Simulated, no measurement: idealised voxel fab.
voxel quadruple lines: a process module
Section cut is 290 nm wide and gridded with 5 nm square cells.
Cross-section layout: square cells on a grid; listed as bands, top to bottom; a band spans one or more cell rows. The band entry comprises the height of the band's top followed by the height of its bottom, expressed in nm, and subsequently the band's materials from left to right, each stated together with its width in nm. Where a single material is marked with the word "edge to edge", that material fills the band from edge to edge. The word "empty" represents empty space. For the purposes of this specification, 0 denotes the height below which the wafer in its as-received condition is composed wholly of one material, and the lowermost band, lacking a lower limit, extends downward without end, as expressed in "top 0, no bottom". Read "30->40" as a graded width: first number on top, second number at the bottom, same change between each pair of neighbouring rows. "nothing got changed" (step): cross-section cells unchanged, all of them. Basically, "Enclosed void catalog" tells you about the enclosed voids: empty spaces with no open way to the top, 8 cells or bigger, each written width x height at distance, where distance is from the left edge, all in nm. Note: text after step settings on the step line = simulator remark on that step. overlay nm: for a step with a mask, the amount by which the mask lay right of where it was planned; a negative amount means left of it. Every pair from here on: before one process step, after it. The after cross-section reaches only to the lowest band that changed. Below the pair: the step in between and its settings. Pairs can belong to different runs of this module on the same starting wafer; a pair carries on from the pair above only if the entry headed "Before-step section" says so.
[Before-step section]
	top 0, no bottom | Si edge to edge
	Enclosed void catalog: none
[Post-Step Snapshot]
	top 10, bottom 0 | Al2O3 edge to edge
	Whatever lies below 0 is exactly as it was before.
	Enclosed void catalog: none
Going from the before section above to the after section, the step was CONFORMAL_DEP (material Al2O3; thk nm 10)
Before-step section: this step begins from the cross-section that the pair just above shows after its step.
[Post-Step Snapshot]
	top 20, bottom 10 | Ru edge to edge
	Whatever lies below 10 is exactly as it was before.
	Enclosed void catalog: none
Going from the before section above to the after section, the step was DIRECTIONAL_DEP (material Ru; thk nm 10)
Before-step section: this step begins from the cross-section that the pair just above shows after its step.
[Post-Step Snapshot]
	top 40, bottom 20 | polySi edge to edge
	Whatever lies below 20 is exactly as it was before.
	Enclosed void catalog: none
Going from the before section above to the after section, the step was DIRECTIONAL_DEP (material polySi; thk nm 20)
Before-step section: this step begins from the cross-section that the pair just above shows after its step.
[Post-Step Snapshot]
	top 60, bottom 40 | aC edge to edge
	Whatever lies below 40 is exactly as it was before.
	Enclosed void catalog: none
Going from the before section above to the after section, the step was DIRECTIONAL_DEP (material aC; thk nm 20)
Before-step section: this step begins from the cross-section that the pair just above shows after its step.
[Post-Step Snapshot]
	top 85, bottom 60 | empty=130  resist=25  empty=135
	Whatever lies below 60 is exactly as it was before.
	Enclosed void catalog: none
Going from the before section above to the after section, the step was PATTERN (tone cover; mask id MANDREL; material resist; width nm 25; thk nm 25; overlay nm 0)
Before-step section: this step begins from the cross-section that the pair just above shows after its step.
[Post-Step Snapshot]
	top 65, bottom 60 | empty=130  resist=25  empty=135
	top 60, bottom 40 | empty=130  aC=25  empty=135
	Whatever lies below 40 is exactly as it was before.
	Enclosed void catalog: none
Going from the before section above to the after section, the step was DIRECTIONAL_ETCH (etch materials aC; depth nm 20)
Before-step section: this step begins from the cross-section that the pair just above shows after its step.
[Post-Step Snapshot]
	top 60, bottom 40 | empty=130  aC=25  empty=135
	Whatever lies below 40 is exactly as it was before.
	Enclosed void catalog: none
Going from the before section above to the after section, the step was STRIP (etch materials resist)
Before-step section: this step begins from the cross-section that the pair just above shows after its step.
[Post-Step Snapshot]
	top 75, bottom 60 | empty=115  SiO2=55  empty=120
	top 60, bottom 55 | empty=115  SiO2=15  aC=25  SiO2=15  empty=120
	top 55, bottom 40 | SiO2=130  aC=25  SiO2=135
	Whatever lies below 40 is exactly as it was before.
	Enclosed void catalog: none
Going from the before section above to the after section, the step was CONFORMAL_DEP (material SiO2; thk nm 15)
Before-step section: this step begins from the cross-section that the pair just above shows after its step.
[Post-Step Snapshot]
	top 60, bottom 40 | empty=115  SiO2=15  aC=25  SiO2=15  empty=120
	Whatever lies below 40 is exactly as it was before.
	Enclosed void catalog: none
Going from the before section above to the after section, the step was DIRECTIONAL_ETCH (etch materials SiO2; depth nm 15)
Before-step section: this step begins from the cross-section that the pair just above shows after its step.
[Post-Step Snapshot]
	top 60, bottom 40 | empty=115  SiO2=15  empty=25  SiO2=15  empty=120
	Whatever lies below 40 is exactly as it was before.
	Enclosed void catalog: none
Going from the before section above to the after section, the step was STRIP (etch materials aC)
Before-step section: this step begins from the cross-section that the pair just above shows after its step.
[Post-Step Snapshot]
	top 60, bottom 40 | empty=115  SiO2=15  empty=25  SiO2=15  empty=120
	top 40, bottom 20 | empty=115  polySi=15  empty=25  polySi=15  empty=120
	Whatever lies below 20 is exactly as it was before.
	Enclosed void catalog: none
Going from the before section above to the after section, the step was DIRECTIONAL_ETCH (etch materials polySi; depth nm 20)
Before-step section: this step begins from the cross-section that the pair just above shows after its step.
[Post-Step Snapshot]
	top 40, bottom 20 | empty=115  polySi=15  empty=25  polySi=15  empty=120
	Whatever lies below 20 is exactly as it was before.
	Enclosed void catalog: none
Going from the before section above to the after section, the step was STRIP (etch materials SiO2)
Before-step section: this step begins from the cross-section that the pair just above shows after its step.
[Post-Step Snapshot]
	top 45, bottom 40 | empty=110  SiN=25  empty=15  SiN=25  empty=115
	top 40, bottom 25 | empty=110  SiN=5  polySi=15  SiN=5  empty=15  SiN=5  polySi=15  SiN=5  empty=115
	top 25, bottom 20 | SiN=115  polySi=15  SiN=25  polySi=15  SiN=120
	Whatever lies below 20 is exactly as it was before.
	Enclosed void catalog: none
Going from the before section above to the after section, the step was CONFORMAL_DEP (material SiN; thk nm 5)
Before-step section: this step begins from the cross-section that the pair just above shows after its step.
[Post-Step Snapshot]
	top 40, bottom 20 | empty=110  SiN=5  polySi=15  SiN=5  empty=15  SiN=5  polySi=15  SiN=5  empty=115
	Whatever lies below 20 is exactly as it was before.
	Enclosed void catalog: none
Going from the before section above to the after section, the step was DIRECTIONAL_ETCH (etch materials SiN; depth nm 5)
Before-step section: this step begins from the cross-section that the pair just above shows after its step.
[Post-Step Snapshot]
	top 40, bottom 20 | empty=110  SiN=5  empty=15  SiN=5  empty=15  SiN=5  empty=15  SiN=5  empty=115
	Whatever lies below 20 is exactly as it was before.
	Enclosed void catalog: none
Going from the before section above to the after section, the step was STRIP (etch materials polySi)
Before-step section: this step begins from the cross-section that the pair just above shows after its step.
[Post-Step Snapshot]
	top 40, bottom 20 | empty=110  SiN=5  empty=15  SiN=5  empty=15  SiN=5  empty=15  SiN=5  empty=115
	top 20, bottom 10 | empty=110  Ru=5  empty=15  Ru=5  empty=15  Ru=5  empty=15  Ru=5  empty=115
	Whatever lies below 10 is exactly as it was before.
	Enclosed void catalog: none
Going from the before section above to the after section, the step was DIRECTIONAL_ETCH (etch materials Ru; depth nm 10)
Before-step section: this step begins from the cross-section that the pair just above shows after its step.
[Post-Step Snapshot]
	top 20, bottom 10 | empty=110  Ru=5  empty=15  Ru=5  empty=15  Ru=5  empty=15  Ru=5  empty=115
	Whatever lies below 10 is exactly as it was before.
	Enclosed void catalog: none
Going from the before section above to the after section, the step was STRIP (etch materials SiN)
[Before-step section]
	top 0, no bottom | Si edge to edge
	Enclosed void catalog: none
[Post-Step Snapshot]
	top 10, bottom 0 | Ru edge to edge
	Whatever lies below 0 is exactly as it was before.
	Enclosed void catalog: none
Going from the before section above to the after section, the step was DIRECTIONAL_DEP (material Ru; thk nm 10)
Before-step section: this step begins from the cross-section that the pair just above shows after its step.
[Post-Step Snapshot]
	top 30, bottom 10 | polySi edge to edge
	Whatever lies below 10 is exactly as it was before.
	Enclosed void catalog: none
Going from the before section above to the after section, the step was DIRECTIONAL_DEP (material polySi; thk nm 20)
Before-step section: this step begins from the cross-section that the pair just above shows after its step.
[Post-Step Snapshot]
	top 50, bottom 30 | aC edge to edge
	Whatever lies below 30 is exactly as it was before.
	Enclosed void catalog: none
Going from the before section above to the after section, the step was DIRECTIONAL_DEP (material aC; thk nm 20)
Before-step section: this step begins from the cross-section that the pair just above shows after its step.
[Post-Step Snapshot]
	top 75, bottom 50 | empty=130  resist=25  empty=135
	Whatever lies below 50 is exactly as it was before.
	Enclosed void catalog: none
Going from the before section above to the after section, the step was PATTERN (tone cover; mask id MANDREL; material resist; width nm 25; thk nm 25; overlay nm 0)
Before-step section: this step begins from the cross-section that the pair just above shows after its step.
[Post-Step Snapshot]
	top 55, bottom 50 | empty=130  resist=25  empty=135
	top 50, bottom 30 | empty=130  aC=25  empty=135
	Whatever lies below 30 is exactly as it was before.
	Enclosed void catalog: none
Going from the before section above to the after section, the step was DIRECTIONAL_ETCH (etch materials aC; depth nm 20)
Before-step section: this step begins from the cross-section that the pair just above shows after its step.
[Post-Step Snapshot]
	top 50, bottom 30 | empty=130  aC=25  empty=135
	Whatever lies below 30 is exactly as it was before.
	Enclosed void catalog: none
Going from the before section above to the after section, the step was STRIP (etch materials resist)
Before-step section: this step begins from the cross-section that the pair just above shows after its step.
[Post-Step Snapshot]
	top 65, bottom 50 | empty=115  SiO2=55  empty=120
	top 50, bottom 45 | empty=115  SiO2=15  aC=25  SiO2=15  empty=120
	top 45, bottom 30 | SiO2=130  aC=25  SiO2=135
	Whatever lies below 30 is exactly as it was before.
	Enclosed void catalog: none
Going from the before section above to the after section, the step was CONFORMAL_DEP (material SiO2; thk nm 15)
Before-step section: this step begins from the cross-section that the pair just above shows after its step.
[Post-Step Snapshot]
	top 50, bottom 30 | empty=115  SiO2=15  aC=25  SiO2=15  empty=120
	Whatever lies below 30 is exactly as it was before.
	Enclosed void catalog: none
Going from the before section above to the after section, the step was DIRECTIONAL_ETCH (etch materials SiO2; depth nm 15)
Before-step section: this step begins from the cross-section that the pair just above shows after its step.
[Post-Step Snapshot]
	top 50, bottom 30 | empty=115  SiO2=15  empty=25  SiO2=15  empty=120
	Whatever lies below 30 is exactly as it was before.
	Enclosed void catalog: none
Going from the before section above to the after section, the step was STRIP (etch materials aC)
Before-step section: this step begins from the cross-section that the pair just above shows after its step.
[Post-Step Snapshot]
	top 50, bottom 30 | empty=115  SiO2=15  empty=25  SiO2=15  empty=120
	top 30, bottom 10 | empty=115  polySi=15  empty=25  polySi=15  empty=120
	Whatever lies below 10 is exactly as it was before.
	Enclosed void catalog: none
Going from the before section above to the after section, the step was DIRECTIONAL_ETCH (etch materials polySi; depth nm 20)
Before-step section: this step begins from the cross-section that the pair just above shows after its step.
[Post-Step Snapshot]
	top 30, bottom 10 | empty=115  polySi=15  empty=25  polySi=15  empty=120
	Whatever lies below 10 is exactly as it was before.
	Enclosed void catalog: none
Going from the before section above to the after section, the step was STRIP (etch materials SiO2)
Before-step section: this step begins from the cross-section that the pair just above shows after its step.
[Post-Step Snapshot]
	top 35, bottom 30 | empty=110  SiN=25  empty=15  SiN=25  empty=115
	top 30, bottom 15 | empty=110  SiN=5  polySi=15  SiN=5  empty=15  SiN=5  polySi=15  SiN=5  empty=115
	top 15, bottom 10 | SiN=115  polySi=15  SiN=25  polySi=15  SiN=120
	Whatever lies below 10 is exactly as it was before.
	Enclosed void catalog: none
Going from the before section above to the after section, the step was CONFORMAL_DEP (material SiN; thk nm 5)
Before-step section: this step begins from the cross-section that the pair just above shows after its step.
[Post-Step Snapshot]
	top 30, bottom 10 | empty=110  SiN=5  polySi=15  SiN=5  empty=15  SiN=5  polySi=15  SiN=5  empty=115
	Whatever lies below 10 is exactly as it was before.
	Enclosed void catalog: none
Going from the before section above to the after section, the step was DIRECTIONAL_ETCH (etch materials SiN; depth nm 5)
Before-step section: this step begins from the cross-section that the pair just above shows after its step.
[Post-Step Snapshot]
	top 30, bottom 10 | empty=110  SiN=5  empty=15  SiN=5  empty=15  SiN=5  empty=15  SiN=5  empty=115
	Whatever lies below 10 is exactly as it was before.
	Enclosed void catalog: none
Going from the before section above to the after section, the step was STRIP (etch materials polySi)
Before-step section: this step begins from the cross-section that the pair just above shows after its step.
[Post-Step Snapshot]
	top 30, bottom 10 | empty=110  SiN=5  empty=15  SiN=5  empty=15  SiN=5  empty=15  SiN=5  empty=115
	top 10, bottom 0 | empty=110  Ru=5  empty=15  Ru=5  empty=15  Ru=5  empty=15  Ru=5  empty=115
	Whatever lies below 0 is exactly as it was before.
	Enclosed void catalog: none
Going from the before section above to the after section, the step was DIRECTIONAL_ETCH (etch materials Ru; depth nm 10)
Before-step section: this step begins from the cross-section that the pair just above shows after its step.
[Post-Step Snapshot]
	top 10, bottom 0 | empty=110  Ru=5  empty=15  Ru=5  empty=15  Ru=5  empty=15  Ru=5  empty=115
	Whatever lies below 0 is exactly as it was before.
	Enclosed void catalog: none
Going from the before section above to the after section, the step was STRIP (etch materials SiN)
[Before-step section]
	top 20, bottom 10 | Ru edge to edge
	top 10, bottom 0 | Al2O3 edge to edge
	top 0, no bottom | Si edge to edge
	Enclosed void catalog: none
[Post-Step Snapshot]
	top 40, bottom 20 | aC edge to edge
	Whatever lies below 20 is exactly as it was before.
	Enclosed void catalog: none
Going from the before section above to the after section, the step was DIRECTIONAL_DEP (material aC; thk nm 20)
Before-step section: this step begins from the cross-section that the pair just above shows after its step.
[Post-Step Snapshot]
	top 60, bottom 40 | polySi edge to edge
	Whatever lies below 40 is exactly as it was before.
	Enclosed void catalog: none
Going from the before section above to the after section, the step was DIRECTIONAL_DEP (material polySi; thk nm 20)
Before-step section: this step begins from the cross-section that the pair just above shows after its step.
[Post-Step Snapshot]
	top 85, bottom 60 | empty=130  resist=25  empty=135
	Whatever lies below 60 is exactly as it was before.
	Enclosed void catalog: none
Going from the before section above to the after section, the step was PATTERN (tone cover; mask id MANDREL; material resist; width nm 25; thk nm 25; overlay nm 0)
Before-step section: this step begins from the cross-section that the pair just above shows after its step.
[Post-Step Snapshot]
	top 65, bottom 60 | empty=130  resist=25  empty=135
	Whatever lies below 60 is exactly as it was before.
	Enclosed void catalog: none
Going from the before section above to the after section, the step was DIRECTIONAL_ETCH (etch materials aC; depth nm 20)
Before-step section: this step begins from the cross-section that the pair just above shows after its step.
[Post-Step Snapshot]
	top 60, bottom 40 | polySi edge to edge
	Whatever lies below 40 is exactly as it was before.
	Enclosed void catalog: none
Going from the before section above to the after section, the step was STRIP (etch materials resist)
Before-step section: this step begins from the cross-section that the pair just above shows after its step.
[Post-Step Snapshot]
	top 75, bottom 60 | SiO2 edge to edge
	Whatever lies below 60 is exactly as it was before.
	Enclosed void catalog: none
Going from the before section above to the after section, the step was CONFORMAL_DEP (material SiO2; thk nm 15)
Before-step section: this step begins from the cross-section that the pair just above shows after its step.
[Post-Step Snapshot]
	top 60, bottom 40 | polySi edge to edge
	Whatever lies below 40 is exactly as it was before.
	Enclosed void catalog: none
Going from the before section above to the after section, the step was DIRECTIONAL_ETCH (etch materials SiO2; depth nm 15)
Before-step section: this step begins from the cross-section that the pair just above shows after its step.
[Post-Step Snapshot]
	top 40, bottom 20 | aC edge to edge
	Whatever lies below 20 is exactly as it was before.
	Enclosed void catalog: none
Going from the before section above to the after section, the step was DIRECTIONAL_ETCH (etch materials polySi; depth nm 20)
Before-step section: this step begins from the cross-section that the pair just above shows after its step.
[Post-Step Snapshot]
	top 45, bottom 40 | SiN edge to edge
	Whatever lies below 40 is exactly as it was before.
	Enclosed void catalog: none
Going from the before section above to the after section, the step was CONFORMAL_DEP (material SiN; thk nm 5)
Before-step section: this step begins from the cross-section that the pair just above shows after its step.
[Post-Step Snapshot]
	top 40, bottom 20 | aC edge to edge
	Whatever lies below 20 is exactly as it was before.
	Enclosed void catalog: none
Going from the before section above to the after section, the step was DIRECTIONAL_ETCH (etch materials SiN; depth nm 5)
[Before-step section]
	top 10, bottom 0 | Al2O3 edge to edge
	top 0, no bottom | Si edge to edge
	Enclosed void catalog: none
[Post-Step Snapshot]
	top 15, bottom 10 | Ru edge to edge
	Whatever lies below 10 is exactly as it was before.
	Enclosed void catalog: none
Going from the before section above to the after section, the step was DIRECTIONAL_DEP (material Ru; thk nm 5)
Before-step section: this step begins from the cross-section that the pair just above shows after its step.
[Post-Step Snapshot]
	top 35, bottom 15 | polySi edge to edge
	Whatever lies below 15 is exactly as it was before.
	Enclosed void catalog: none
Going from the before section above to the after section, the step was DIRECTIONAL_DEP (material polySi; thk nm 20)
Before-step section: this step begins from the cross-section that the pair just above shows after its step.
[Post-Step Snapshot]
	top 55, bottom 35 | aC edge to edge
	Whatever lies below 35 is exactly as it was before.
	Enclosed void catalog: none
Going from the before section above to the after section, the step was DIRECTIONAL_DEP (material aC; thk nm 20)
Before-step section: this step begins from the cross-section that the pair just above shows after its step.
[Post-Step Snapshot]
	top 80, bottom 55 | empty=130  resist=25  empty=135
	Whatever lies below 55 is exactly as it was before.
	Enclosed void catalog: none
Going from the before section above to the after section, the step was PATTERN (tone cover; mask id MANDREL; material resist; width nm 25; thk nm 25; overlay nm 0)
Before-step section: this step begins from the cross-section that the pair just above shows after its step.
[Post-Step Snapshot]
	top 60, bottom 55 | empty=130  resist=25  empty=135
	top 55, bottom 35 | empty=130  aC=25  empty=135
	Whatever lies below 35 is exactly as it was before.
	Enclosed void catalog: none
Going from the before section above to the after section, the step was DIRECTIONAL_ETCH (etch materials aC; depth nm 20)
Before-step section: this step begins from the cross-section that the pair just above shows after its step.
[Post-Step Snapshot]
	top 55, bottom 35 | empty=130  aC=25  empty=135
	Whatever lies below 35 is exactly as it was before.
	Enclosed void catalog: none
Going from the before section above to the after section, the step was STRIP (etch materials resist)
Before-step section: this step begins from the cross-section that the pair just above shows after its step.
[Post-Step Snapshot]
	top 70, bottom 55 | empty=115  SiO2=55  empty=120
	top 55, bottom 50 | empty=115  SiO2=15  aC=25  SiO2=15  empty=120
	top 50, bottom 35 | SiO2=130  aC=25  SiO2=135
	Whatever lies below 35 is exactly as it was before.
	Enclosed void catalog: none
Going from the before section above to the after section, the step was CONFORMAL_DEP (material SiO2; thk nm 15)
Before-step section: this step begins from the cross-section that the pair just above shows after its step.
[Post-Step Snapshot]
	top 55, bottom 35 | empty=115  SiO2=15  aC=25  SiO2=15  empty=120
	Whatever lies below 35 is exactly as it was before.
	Enclosed void catalog: none
Going from the before section above to the after section, the step was DIRECTIONAL_ETCH (etch materials SiO2; depth nm 15)
Before-step section: this step begins from the cross-section that the pair just above shows after its step.
[Post-Step Snapshot]
	top 55, bottom 35 | empty=115  SiO2=15  empty=25  SiO2=15  empty=120
	Whatever lies below 35 is exactly as it was before.
	Enclosed void catalog: none
Going from the before section above to the after section, the step was STRIP (etch materials aC)
Before-step section: this step begins from the cross-section that the pair just above shows after its step.
[Post-Step Snapshot]
	top 55, bottom 35 | empty=115  SiO2=15  empty=25  SiO2=15  empty=120
	top 35, bottom 15 | empty=115  polySi=15  empty=25  polySi=15  empty=120
	Whatever lies below 15 is exactly as it was before.
	Enclosed void catalog: none
Going from the before section above to the after section, the step was DIRECTIONAL_ETCH (etch materials polySi; depth nm 20)
Before-step section: this step begins from the cross-section that the pair just above shows after its step.
[Post-Step Snapshot]
	top 35, bottom 15 | empty=115  polySi=15  empty=25  polySi=15  empty=120
	Whatever lies below 15 is exactly as it was before.
	Enclosed void catalog: none
Going from the before section above to the after section, the step was STRIP (etch materials SiO2)
Before-step section: this step begins from the cross-section that the pair just above shows after its step.
[Post-Step Snapshot]
	top 40, bottom 35 | empty=110  SiN=25  empty=15  SiN=25  empty=115
	top 35, bottom 20 | empty=110  SiN=5  polySi=15  SiN=5  empty=15  SiN=5  polySi=15  SiN=5  empty=115
	top 20, bottom 15 | SiN=115  polySi=15  SiN=25  polySi=15  SiN=120
	Whatever lies below 15 is exactly as it was before.
	Enclosed void catalog: none
Going from the before section above to the after section, the step was CONFORMAL_DEP (material SiN; thk nm 5)
Before-step section: this step begins from the cross-section that the pair just above shows after its step.
[Post-Step Snapshot]
	top 35, bottom 15 | empty=110  SiN=5  polySi=15  SiN=5  empty=15  SiN=5  polySi=15  SiN=5  empty=115
	Whatever lies below 15 is exactly as it was before.
	Enclosed void catalog: none
Going from the before section above to the after section, the step was DIRECTIONAL_ETCH (etch materials SiN; depth nm 5)
Before-step section: this step begins from the cross-section that the pair just above shows after its step.
[Post-Step Snapshot]
	top 35, bottom 15 | empty=110  SiN=5  empty=15  SiN=5  empty=15  SiN=5  empty=15  SiN=5  empty=115
	Whatever lies below 15 is exactly as it was before.
	Enclosed void catalog: none
Going from the before section above to the after section, the step was STRIP (etch materials polySi)
Before-step section: this step begins from the cross-section that the pair just above shows after its step.
[Post-Step Snapshot]
	top 35, bottom 15 | empty=110  SiN=5  empty=15  SiN=5  empty=15  SiN=5  empty=15  SiN=5  empty=115
	top 15, bottom 10 | empty=110  Ru=5  empty=15  Ru=5  empty=15  Ru=5  empty=15  Ru=5  empty=115
	Whatever lies below 10 is exactly as it was before.
	Enclosed void catalog: none
Going from the before section above to the after section, the step was DIRECTIONAL_ETCH (etch materials Ru; depth nm 10)
Before-step section: this step begins from the cross-section that the pair just above shows after its step.
[Post-Step Snapshot]
	top 15, bottom 10 | empty=110  Ru=5  empty=15  Ru=5  empty=15  Ru=5  empty=15  Ru=5  empty=115
	Whatever lies below 10 is exactly as it was before.
	Enclosed void catalog: none
Going from the before section above to the after section, the step was STRIP (etch materials SiN)
[Before-step section]
	top 60, bottom 40 | aC edge to edge
	top 40, bottom 20 | polySi edge to edge
	top 20, bottom 10 | Ru edge to edge
	top 10, bottom 0 | Al2O3 edge to edge
	top 0, no bottom | Si edge to edge
	Enclosed void catalog: none
[Post-Step Snapshot]
	top 85, bottom 60 | empty=125  resist=35  empty=130
	Whatever lies below 60 is exactly as it was before.
	Enclosed void catalog: none
Going from the before section above to the after section, the step was PATTERN (tone cover; mask id MANDREL; material resist; width nm 35; thk nm 25; overlay nm 0)
Before-step section: this step begins from the cross-section that the pair just above shows after its step.
[Post-Step Snapshot]
	top 65, bottom 60 | empty=125  resist=35  empty=130
	top 60, bottom 40 | empty=125  aC=35  empty=130
	Whatever lies below 40 is exactly as it was before.
	Enclosed void catalog: none
Going from the before section above to the after section, the step was DIRECTIONAL_ETCH (etch materials aC; depth nm 20)
Before-step section: this step begins from the cross-section that the pair just above shows after its step.
[Post-Step Snapshot]
	top 60, bottom 40 | empty=125  aC=35  empty=130
	Whatever lies below 40 is exactly as it was before.
	Enclosed void catalog: none
Going from the before section above to the after section, the step was STRIP (etch materials resist)
Before-step section: this step begins from the cross-section that the pair just above shows after its step.
[Post-Step Snapshot]
	top 75, bottom 60 | empty=110  SiO2=65  empty=115
	top 60, bottom 55 | empty=110  SiO2=15  aC=35  SiO2=15  empty=115
	top 55, bottom 40 | SiO2=125  aC=35  SiO2=130
	Whatever lies below 40 is exactly as it was before.
	Enclosed void catalog: none
Going from the before section above to the after section, the step was CONFORMAL_DEP (material SiO2; thk nm 15)
Before-step section: this step begins from the cross-section that the pair just above shows after its step.
[Post-Step Snapshot]
	top 60, bottom 40 | empty=110  SiO2=15  aC=35  SiO2=15  empty=115
	Whatever lies below 40 is exactly as it was before.
	Enclosed void catalog: none
Going from the before section above to the after section, the step was DIRECTIONAL_ETCH (etch materials SiO2; depth nm 15)
Before-step section: this step begins from the cross-section that the pair just above shows after its step.
[Post-Step Snapshot]
	top 60, bottom 40 | empty=110  SiO2=15  empty=35  SiO2=15  empty=115
	Whatever lies below 40 is exactly as it was before.
	Enclosed void catalog: none
Going from the before section above to the after section, the step was STRIP (etch materials aC)
Before-step section: this step begins from the cross-section that the pair just above shows after its step.
[Post-Step Snapshot]
	top 60, bottom 40 | empty=110  SiO2=15  empty=35  SiO2=15  empty=115
	top 40, bottom 20 | empty=110  polySi=15  empty=35  polySi=15  empty=115
	Whatever lies below 20 is exactly as it was before.
	Enclosed void catalog: none
Going from the before section above to the after section, the step was DIRECTIONAL_ETCH (etch materials polySi; depth nm 20)
Before-step section: this step begins from the cross-section that the pair just above shows after its step.
[Post-Step Snapshot]
	top 40, bottom 20 | empty=110  polySi=15  empty=35  polySi=15  empty=115
	Whatever lies below 20 is exactly as it was before.
	Enclosed void catalog: none
Going from the before section above to the after section, the step was STRIP (etch materials SiO2)
Before-step section: this step begins from the cross-section that the pair just above shows after its step.
[Post-Step Snapshot]
	top 45, bottom 40 | empty=105  SiN=25  empty=25  SiN=25  empty=110
	top 40, bottom 25 | empty=105  SiN=5  polySi=15  SiN=5  empty=25  SiN=5  polySi=15  SiN=5  empty=110
	top 25, bottom 20 | SiN=110  polySi=15  SiN=35  polySi=15  SiN=115
	Whatever lies below 20 is exactly as it was before.
	Enclosed void catalog: none
Going from the before section above to the after section, the step was CONFORMAL_DEP (material SiN; thk nm 5)
Before-step section: this step begins from the cross-section that the pair just above shows after its step.
[Post-Step Snapshot]
	top 40, bottom 20 | empty=105  SiN=5  polySi=15  SiN=5  empty=25  SiN=5  polySi=15  SiN=5  empty=110
	Whatever lies below 20 is exactly as it was before.
	Enclosed void catalog: none
Going from the before section above to the after section, the step was DIRECTIONAL_ETCH (etch materials SiN; depth nm 5)
Before-step section: this step begins from the cross-section that the pair just above shows after its step.
[Post-Step Snapshot]
	top 40, bottom 20 | empty=105  SiN=5  empty=15  SiN=5  empty=25  SiN=5  empty=15  SiN=5  empty=110
	Whatever lies below 20 is exactly as it was before.
	Enclosed void catalog: none
Going from the before section above to the after section, the step was STRIP (etch materials polySi)
Before-step section: this step begins from the cross-section that the pair just above shows after its step.
[Post-Step Snapshot]
	top 40, bottom 20 | empty=105  SiN=5  empty=15  SiN=5  empty=25  SiN=5  empty=15  SiN=5  empty=110
	top 20, bottom 10 | empty=105  Ru=5  empty=15  Ru=5  empty=25  Ru=5  empty=15  Ru=5  empty=110
	Whatever lies below 10 is exactly as it was before.
	Enclosed void catalog: none
Going from the before section above to the after section, the step was DIRECTIONAL_ETCH (etch materials Ru; depth nm 10)
Before-step section: this step begins from the cross-section that the pair just above shows after its step.
[Post-Step Snapshot]
	top 20, bottom 10 | empty=105  Ru=5  empty=15  Ru=5  empty=25  Ru=5  empty=15  Ru=5  empty=110
	Whatever lies below 10 is exactly as it was before.
	Enclosed void catalog: none
Going from the before section above to the after section, the step was STRIP (etch materials SiN)
[Before-step section]
	top 60, bottom 40 | aC edge to edge
	top 40, bottom 20 | polySi edge to edge
	top 20, bottom 10 | Ru edge to edge
	top 10, bottom 0 | Al2O3 edge to edge
	top 0, no bottom | Si edge to edge
	Enclosed void catalog: none
[Post-Step Snapshot]
	top 85, bottom 60 | empty=125  resist=25  empty=140
	Whatever lies below 60 is exactly as it was before.
	Enclosed void catalog: none
Going from the before section above to the after section, the step was PATTERN (tone cover; mask id MANDREL; material resist; width nm 25; thk nm 25; overlay nm -5)
Before-step section: this step begins from the cross-section that the pair just above shows after its step.
[Post-Step Snapshot]
	top 65, bottom 60 | empty=125  resist=25  empty=140
	top 60, bottom 40 | empty=125  aC=25  empty=140
	Whatever lies below 40 is exactly as it was before.
	Enclosed void catalog: none
Going from the before section above to the after section, the step was DIRECTIONAL_ETCH (etch materials aC; depth nm 20)
Before-step section: this step begins from the cross-section that the pair just above shows after its step.
[Post-Step Snapshot]
	top 60, bottom 40 | empty=125  aC=25  empty=140
	Whatever lies below 40 is exactly as it was before.
	Enclosed void catalog: none
Going from the before section above to the after section, the step was STRIP (etch materials resist)
Before-step section: this step begins from the cross-section that the pair just above shows after its step.
[Post-Step Snapshot]
	top 75, bottom 60 | empty=110  SiO2=55  empty=125
	top 60, bottom 55 | empty=110  SiO2=15  aC=25  SiO2=15  empty=125
	top 55, bottom 40 | SiO2=125  aC=25  SiO2=140
	Whatever lies below 40 is exactly as it was before.
	Enclosed void catalog: none
Going from the before section above to the after section, the step was CONFORMAL_DEP (material SiO2; thk nm 15)
Before-step section: this step begins from the cross-section that the pair just above shows after its step.
[Post-Step Snapshot]
	top 60, bottom 40 | empty=110  SiO2=15  aC=25  SiO2=15  empty=125
	Whatever lies below 40 is exactly as it was before.
	Enclosed void catalog: none
Going from the before section above to the after section, the step was DIRECTIONAL_ETCH (etch materials SiO2; depth nm 15)
Before-step section: this step begins from the cross-section that the pair just above shows after its step.
[Post-Step Snapshot]
	top 60, bottom 40 | empty=110  SiO2=15  empty=25  SiO2=15  empty=125
	Whatever lies below 40 is exactly as it was before.
	Enclosed void catalog: none
Going from the before section above to the after section, the step was STRIP (etch materials aC)
Before-step section: this step begins from the cross-section that the pair just above shows after its step.
[Post-Step Snapshot]
	top 60, bottom 40 | empty=110  SiO2=15  empty=25  SiO2=15  empty=125
	top 40, bottom 20 | empty=110  polySi=15  empty=25  polySi=15  empty=125
	Whatever lies below 20 is exactly as it was before.
	Enclosed void catalog: none
Going from the before section above to the after section, the step was DIRECTIONAL_ETCH (etch materials polySi; depth nm 20)
Before-step section: this step begins from the cross-section that the pair just above shows after its step.
[Post-Step Snapshot]
	top 40, bottom 20 | empty=110  polySi=15  empty=25  polySi=15  empty=125
	Whatever lies below 20 is exactly as it was before.
	Enclosed void catalog: none
Going from the before section above to the after section, the step was STRIP (etch materials SiO2)
Before-step section: this step begins from the cross-section that the pair just above shows after its step.
[Post-Step Snapshot]
	top 45, bottom 40 | empty=105  SiN=25  empty=15  SiN=25  empty=120
	top 40, bottom 25 | empty=105  SiN=5  polySi=15  SiN=5  empty=15  SiN=5  polySi=15  SiN=5  empty=120
	top 25, bottom 20 | SiN=110  polySi=15  SiN=25  polySi=15  SiN=125
	Whatever lies below 20 is exactly as it was before.
	Enclosed void catalog: none
Going from the before section above to the after section, the step was CONFORMAL_DEP (material SiN; thk nm 5)
Before-step section: this step begins from the cross-section that the pair just above shows after its step.
[Post-Step Snapshot]
	top 40, bottom 20 | empty=105  SiN=5  polySi=15  SiN=5  empty=15  SiN=5  polySi=15  SiN=5  empty=120
	Whatever lies below 20 is exactly as it was before.
	Enclosed void catalog: none
Going from the before section above to the after section, the step was DIRECTIONAL_ETCH (etch materials SiN; depth nm 5)
Before-step section: this step begins from the cross-section that the pair just above shows after its step.
[Post-Step Snapshot]
	top 40, bottom 20 | empty=105  SiN=5  empty=15  SiN=5  empty=15  SiN=5  empty=15  SiN=5  empty=120
	Whatever lies below 20 is exactly as it was before.
	Enclosed void catalog: none
Going from the before section above to the after section, the step was STRIP (etch materials polySi)
